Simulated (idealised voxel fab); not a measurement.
The following process module bears the name voxel wiring stack.
Cross-section cut: width 270 nm, square cells of 5 nm.
Think of the cross-section as a grid of square cells. We describe it in bands, top to bottom, and each band covers one or more rows of those cells.
Heights first: top, then bottom, in nm. Then materials, left to right, each with a width in nm. "throughout" on a single material: fills the band edge to edge. "blank": empty space.
Height datum 0, below which the as-received substrate wafer is one material. Lowest band open at the bottom, running downward: "0 nm and below".
The two numbers in a width such as "30->40" mark its ends across the band: the first belongs to the top row of cells, the second to the bottom row, and from each row to the next the width moves by the same amount.
Basically "everything unchanged" means that step didn't change any cell in the cross-section.
Under "Sealed cavities" you'll find the enclosed gaps, the ones with no way out to the top, that are 8 cells or bigger; each reads width x height at distance, with distance counted from the left edge, everything in nm.
Read whatever lies past the settings on a step's line as the simulator's own remark about the step.
The optional step-line setting "overlay nm" applies to steps with a mask and quantifies how far to the right of its planned location the mask lay, a negative value indicating leftward placement.
**List of planned process steps**
1. op RECEIVE | material Si
2. op CONFORMAL_DEP | material SiO2 | thk nm 15
3. op DIRECTIONAL_DEP | material TiN | thk nm 5
4. op DIRECTIONAL_DEP | material W | thk nm 15
5. op MASKED_ETCH | tone cover | mask id METAL_1 | width nm 25 | pitch nm 50 | etch materials W | depth nm 15 | overlay nm 0
6. op MASKED_ETCH | tone cover | mask id METAL_1 | width nm 25 | pitch nm 50 | etch materials TiN | depth nm 5 | overlay nm 0
7. op FILL_DEP | material SiO2 | thk nm 10
8. op CMP | height nm 35
9. op CONFORMAL_DEP | material SiCN | thk nm 5
10. op DIRECTIONAL_DEP | material SiO2 | thk nm 35
11. op DIRECTIONAL_DEP | material aC | thk nm 15
12. op PATTERN | tone open | mask id METAL_2_HOLES | material resist | width nm 15 | thk nm 30 | overlay nm 0
13. op DIRECTIONAL_ETCH | etch materials aC | depth nm 15
14. op STRIP | etch materials resist
15. op DIRECTIONAL_ETCH | etch materials SiO2 | depth nm 35
16. op STRIP | etch materials aC
17. op MASKED_ETCH | tone open | mask id METAL_2 | width nm 25 | pitch nm 50 | etch materials SiO2 | depth nm 20 | overlay nm 0
18. op MASKED_ETCH | tone open | mask id METAL_2 | width nm 25 | pitch nm 50 | etch materials SiCN | depth nm 5 | overlay nm 0
19. op CONFORMAL_DEP | material TiN | thk nm 5
20. op FILL_DEP | material Cu | thk nm 5
21. op CMP | height nm 75
22. op CONFORMAL_DEP | material SiCN | thk nm 5
23. op DIRECTIONAL_DEP | material SiO2 | thk nm 35
24. op MASKED_ETCH | tone open | mask id METAL_3_HOLES | width nm 15 | etch materials SiO2 | depth nm 35 | overlay nm 0
25. op PATTERN | tone open | mask id METAL_3 | material resist | width nm 25 | pitch nm 50 | thk nm 15 | overlay nm 0
26. op DIRECTIONAL_ETCH | etch materials SiO2 | depth nm 20
27. op DIRECTIONAL_ETCH | etch materials SiCN | depth nm 5
28. op STRIP | etch materials resist
29. op CONFORMAL_DEP | material TiN | thk nm 5
30. op FILL_DEP | material Ru | thk nm 10
31. op CMP | height nm 115
32. op CONFORMAL_DEP | material SiCN | thk nm 5
**Of two wafers, the first: run according to plan**
**As-received state of the wafer in cross-section, equivalent to post-step 1**
  0 nm and below: Si throughout
  Sealed cavities: none
**Wafer section view after processing step 2**
  15 nm to 0 nm: SiO2 throughout
  below 0: unchanged
**Wafer section view after processing step 3**
  20 nm to 15 nm: TiN throughout
  below 15: unchanged
**Wafer section view after processing step 4**
  35 nm to 20 nm: W throughout
  below 20: unchanged
**Wafer section view after processing step 5**
  35 nm to 20 nm: blank=95, then W=25, then blank=25, then W=25, then blank=100
  below 20: unchanged
**Wafer section view after processing step 6**
  35 nm to 20 nm: blank=95, then W=25, then blank=25, then W=25, then blank=100
  20 nm to 15 nm: blank=95, then TiN=25, then blank=25, then TiN=25, then blank=100
  below 15: unchanged
**Wafer section view after processing step 7**
  45 nm to 35 nm: SiO2 throughout
  35 nm to 20 nm: SiO2=95, then W=25, then SiO2=25, then W=25, then SiO2=100
  20 nm to 15 nm: SiO2=95, then TiN=25, then SiO2=25, then TiN=25, then SiO2=100
  below 15: unchanged
**Wafer section view after processing step 8**
  35 nm to 20 nm: SiO2=95, then W=25, then SiO2=25, then W=25, then SiO2=100
  below 20: unchanged
**Wafer section view after processing step 9**
  40 nm to 35 nm: SiCN throughout
  below 35: unchanged
**Wafer section view after processing step 10**
  75 nm to 40 nm: SiO2 throughout
  below 40: unchanged
**Wafer section view after processing step 11**
  90 nm to 75 nm: aC throughout
  below 75: unchanged
**Wafer section view after processing step 12**
  120 nm to 90 nm: resist=95, then blank=15, then resist=160
  below 90: unchanged
**Wafer section view after processing step 13**
  105 nm to 90 nm: resist=95, then blank=15, then resist=160
  90 nm to 75 nm: aC=95, then blank=15, then aC=160
  below 75: unchanged
**Wafer section view after processing step 14**
  90 nm to 75 nm: aC=95, then blank=15, then aC=160
  below 75: unchanged
**Wafer section view after processing step 15**
  90 nm to 75 nm: aC=95, then blank=15, then aC=160
  75 nm to 40 nm: SiO2=95, then blank=15, then SiO2=160
  below 40: unchanged
**Wafer section view after processing step 16**
  75 nm to 40 nm: SiO2=95, then blank=15, then SiO2=160
  below 40: unchanged
**Wafer section view after processing step 17**
  75 nm to 55 nm: SiO2=95, then blank=25, then SiO2=25, then blank=25, then SiO2=100
  below 55: unchanged
**Wafer section view after processing step 18**
  75 nm to 55 nm: SiO2=95, then blank=25, then SiO2=25, then blank=25, then SiO2=100
  55 nm to 40 nm: SiO2=95, then blank=15, then SiO2=160
  40 nm to 35 nm: SiCN=95, then blank=15, then SiCN=160
  below 35: unchanged
**Wafer section view after processing step 19**
  80 nm to 75 nm: TiN=100, then blank=15, then TiN=35, then blank=15, then TiN=105
  75 nm to 60 nm: SiO2=95, then TiN=5, then blank=15, then TiN=5, then SiO2=25, then TiN=5, then blank=15, then TiN=5, then SiO2=100
  60 nm to 55 nm: SiO2=95, then TiN=5, then blank=5, then TiN=15, then SiO2=25, then TiN=25, then SiO2=100
  55 nm to 40 nm: SiO2=95, then TiN=5, then blank=5, then TiN=5, then SiO2=160
  40 nm to 35 nm: SiCN=95, then TiN=15, then SiCN=160
  below 35: unchanged
**Wafer section view after processing step 20**
  85 nm to 80 nm: Cu throughout
  80 nm to 75 nm: TiN=100, then Cu=15, then TiN=35, then Cu=15, then TiN=105
  75 nm to 60 nm: SiO2=95, then TiN=5, then Cu=15, then TiN=5, then SiO2=25, then TiN=5, then Cu=15, then TiN=5, then SiO2=100
  60 nm to 55 nm: SiO2=95, then TiN=5, then Cu=5, then TiN=15, then SiO2=25, then TiN=25, then SiO2=100
  55 nm to 40 nm: SiO2=95, then TiN=5, then Cu=5, then TiN=5, then SiO2=160
  below 40: unchanged
**Wafer section view after processing step 21**
  75 nm to 60 nm: SiO2=95, then TiN=5, then Cu=15, then TiN=5, then SiO2=25, then TiN=5, then Cu=15, then TiN=5, then SiO2=100
  below 60: unchanged
**Wafer section view after processing step 22**
  80 nm to 75 nm: SiCN throughout
  below 75: unchanged
**Wafer section view after processing step 23**
  115 nm to 80 nm: SiO2 throughout
  below 80: unchanged
**Wafer section view after processing step 24**
  115 nm to 80 nm: SiO2=95, then blank=15, then SiO2=160
  below 80: unchanged
**Wafer section view after processing step 25**
  130 nm to 115 nm: resist=95, then blank=25, then resist=25, then blank=25, then resist=100
  below 115: unchanged
**Wafer section view after processing step 26**
  130 nm to 115 nm: resist=95, then blank=25, then resist=25, then blank=25, then resist=100
  115 nm to 95 nm: SiO2=95, then blank=25, then SiO2=25, then blank=25, then SiO2=100
  below 95: unchanged
**Wafer section view after processing step 27**
  130 nm to 115 nm: resist=95, then blank=25, then resist=25, then blank=25, then resist=100
  115 nm to 95 nm: SiO2=95, then blank=25, then SiO2=25, then blank=25, then SiO2=100
  95 nm to 80 nm: SiO2=95, then blank=15, then SiO2=160
  80 nm to 75 nm: SiCN=95, then blank=15, then SiCN=160
  below 75: unchanged
**Wafer section view after processing step 28**
  115 nm to 95 nm: SiO2=95, then blank=25, then SiO2=25, then blank=25, then SiO2=100
  below 95: unchanged
**Wafer section view after processing step 29**
  120 nm to 115 nm: TiN=100, then blank=15, then TiN=35, then blank=15, then TiN=105
  115 nm to 100 nm: SiO2=95, then TiN=5, then blank=15, then TiN=5, then SiO2=25, then TiN=5, then blank=15, then TiN=5, then SiO2=100
  100 nm to 95 nm: SiO2=95, then TiN=5, then blank=5, then TiN=15, then SiO2=25, then TiN=25, then SiO2=100
  95 nm to 80 nm: SiO2=95, then TiN=5, then blank=5, then TiN=5, then SiO2=160
  80 nm to 75 nm: SiCN=95, then TiN=15, then SiCN=160
  below 75: unchanged
**Wafer section view after processing step 30**
  130 nm to 120 nm: Ru throughout
  120 nm to 115 nm: TiN=100, then Ru=15, then TiN=35, then Ru=15, then TiN=105
  115 nm to 100 nm: SiO2=95, then TiN=5, then Ru=15, then TiN=5, then SiO2=25, then TiN=5, then Ru=15, then TiN=5, then SiO2=100
  100 nm to 95 nm: SiO2=95, then TiN=5, then Ru=5, then TiN=15, then SiO2=25, then TiN=25, then SiO2=100
  95 nm to 80 nm: SiO2=95, then TiN=5, then Ru=5, then TiN=5, then SiO2=160
  below 80: unchanged
**Wafer section view after processing step 31**
  115 nm to 100 nm: SiO2=95, then TiN=5, then Ru=15, then TiN=5, then SiO2=25, then TiN=5, then Ru=15, then TiN=5, then SiO2=100
  below 100: unchanged
**Wafer section view after processing step 32**
  120 nm to 115 nm: SiCN throughout
  below 115: unchanged
**The second wafer: identical to the first at the outset and in its planned sequence, differing only in that one mistake was made during processing; up to and including step 11, its path is the first wafer's path**
**Second wafer profile in section, at the moment step 12 of the plan was meant to be complete**
  120 nm to 90 nm: resist=90, then blank=25, then resist=155
  below 90: unchanged
**Second wafer profile in section, at the moment step 13 of the plan was meant to be complete**
  105 nm to 90 nm: resist=90, then blank=25, then resist=155
  90 nm to 75 nm: aC=90, then blank=25, then aC=155
  below 75: unchanged
**Second wafer profile in section, at the moment step 14 of the plan was meant to be complete**
  90 nm to 75 nm: aC=90, then blank=25, then aC=155
  below 75: unchanged
**Second wafer profile in section, at the moment step 15 of the plan was meant to be complete**
  90 nm to 75 nm: aC=90, then blank=25, then aC=155
  75 nm to 40 nm: SiO2=90, then blank=25, then SiO2=155
  below 40: unchanged
**Second wafer profile in section, at the moment step 16 of the plan was meant to be complete**
  75 nm to 40 nm: SiO2=90, then blank=25, then SiO2=155
  below 40: unchanged
**Second wafer profile in section, at the moment step 17 of the plan was meant to be complete**
  75 nm to 55 nm: SiO2=90, then blank=30, then SiO2=25, then blank=25, then SiO2=100
  below 55: unchanged
**Second wafer profile in section, at the moment step 18 of the plan was meant to be complete**
  75 nm to 55 nm: SiO2=90, then blank=30, then SiO2=25, then blank=25, then SiO2=100
  55 nm to 40 nm: SiO2=90, then blank=25, then SiO2=155
  40 nm to 35 nm: SiCN=95, then blank=20, then SiCN=155
  below 35: unchanged
**Second wafer profile in section, at the moment step 19 of the plan was meant to be complete**
  80 nm to 75 nm: TiN=95, then blank=20, then TiN=35, then blank=15, then TiN=105
  75 nm to 60 nm: SiO2=90, then TiN=5, then blank=20, then TiN=5, then SiO2=25, then TiN=5, then blank=15, then TiN=5, then SiO2=100
  60 nm to 55 nm: SiO2=90, then TiN=5, then blank=15, then TiN=10, then SiO2=25, then TiN=25, then SiO2=100
  55 nm to 45 nm: SiO2=90, then TiN=5, then blank=15, then TiN=5, then SiO2=155
  45 nm to 40 nm: SiO2=90, then TiN=10, then blank=10, then TiN=5, then SiO2=155
  40 nm to 35 nm: SiCN=95, then TiN=20, then SiCN=155
  below 35: unchanged
**Second wafer profile in section, at the moment step 20 of the plan was meant to be complete**
  85 nm to 80 nm: Cu throughout
  80 nm to 75 nm: TiN=95, then Cu=20, then TiN=35, then Cu=15, then TiN=105
  75 nm to 60 nm: SiO2=90, then TiN=5, then Cu=20, then TiN=5, then SiO2=25, then TiN=5, then Cu=15, then TiN=5, then SiO2=100
  60 nm to 55 nm: SiO2=90, then TiN=5, then Cu=15, then TiN=10, then SiO2=25, then TiN=25, then SiO2=100
  55 nm to 45 nm: SiO2=90, then TiN=5, then Cu=15, then TiN=5, then SiO2=155
  45 nm to 40 nm: SiO2=90, then TiN=10, then Cu=10, then TiN=5, then SiO2=155
  below 40: unchanged
**Second wafer profile in section, at the moment step 21 of the plan was meant to be complete**
  75 nm to 60 nm: SiO2=90, then TiN=5, then Cu=20, then TiN=5, then SiO2=25, then TiN=5, then Cu=15, then TiN=5, then SiO2=100
  below 60: unchanged
**Second wafer profile in section, at the moment step 22 of the plan was meant to be complete**
  80 nm to 75 nm: SiCN throughout
  below 75: unchanged
**Second wafer profile in section, at the moment step 23 of the plan was meant to be complete**
  115 nm to 80 nm: SiO2 throughout
  below 80: unchanged
**Second wafer profile in section, at the moment step 24 of the plan was meant to be complete**
  115 nm to 80 nm: SiO2=95, then blank=15, then SiO2=160
  below 80: unchanged
**Second wafer profile in section, at the moment step 25 of the plan was meant to be complete**
  130 nm to 115 nm: resist=95, then blank=25, then resist=25, then blank=25, then resist=100
  below 115: unchanged
**Second wafer profile in section, at the moment step 26 of the plan was meant to be complete**
  130 nm to 115 nm: resist=95, then blank=25, then resist=25, then blank=25, then resist=100
  115 nm to 95 nm: SiO2=95, then blank=25, then SiO2=25, then blank=25, then SiO2=100
  below 95: unchanged
**Second wafer profile in section, at the moment step 27 of the plan was meant to be complete**
  130 nm to 115 nm: resist=95, then blank=25, then resist=25, then blank=25, then resist=100
  115 nm to 95 nm: SiO2=95, then blank=25, then SiO2=25, then blank=25, then SiO2=100
  95 nm to 80 nm: SiO2=95, then blank=15, then SiO2=160
  80 nm to 75 nm: SiCN=95, then blank=15, then SiCN=160
  below 75: unchanged
**Second wafer profile in section, at the moment step 28 of the plan was meant to be complete**
  115 nm to 95 nm: SiO2=95, then blank=25, then SiO2=25, then blank=25, then SiO2=100
  below 95: unchanged
**Second wafer profile in section, at the moment step 29 of the plan was meant to be complete**
  120 nm to 115 nm: TiN=100, then blank=15, then TiN=35, then blank=15, then TiN=105
  115 nm to 100 nm: SiO2=95, then TiN=5, then blank=15, then TiN=5, then SiO2=25, then TiN=5, then blank=15, then TiN=5, then SiO2=100
  100 nm to 95 nm: SiO2=95, then TiN=5, then blank=5, then TiN=15, then SiO2=25, then TiN=25, then SiO2=100
  95 nm to 80 nm: SiO2=95, then TiN=5, then blank=5, then TiN=5, then SiO2=160
  80 nm to 75 nm: SiCN=95, then TiN=15, then SiCN=160
  below 75: unchanged
**Second wafer profile in section, at the moment step 30 of the plan was meant to be complete**
  130 nm to 120 nm: Ru throughout
  120 nm to 115 nm: TiN=100, then Ru=15, then TiN=35, then Ru=15, then TiN=105
  115 nm to 100 nm: SiO2=95, then TiN=5, then Ru=15, then TiN=5, then SiO2=25, then TiN=5, then Ru=15, then TiN=5, then SiO2=100
  100 nm to 95 nm: SiO2=95, then TiN=5, then Ru=5, then TiN=15, then SiO2=25, then TiN=25, then SiO2=100
  95 nm to 80 nm: SiO2=95, then TiN=5, then Ru=5, then TiN=5, then SiO2=160
  below 80: unchanged
**Second wafer profile in section, at the moment step 31 of the plan was meant to be complete**
  115 nm to 100 nm: SiO2=95, then TiN=5, then Ru=15, then TiN=5, then SiO2=25, then TiN=5, then Ru=15, then TiN=5, then SiO2=100
  below 100: unchanged
**Second wafer profile in section, at the moment step 32 of the plan was meant to be complete**
  120 nm to 115 nm: SiCN throughout
  below 115: unchanged
Short version of what went wrong: rather than as planned, step 12 actually ran as op PATTERN | tone open | mask id METAL_2_HOLES | material resist | width nm 25 | thk nm 30 | overlay nm 0
Heads up, by the end the second wafer has more or fewer cells of some materials compared to the first: 10 more of Cu; 1 fewer of SiCN; 10 fewer of SiO2; 1 more of TiN
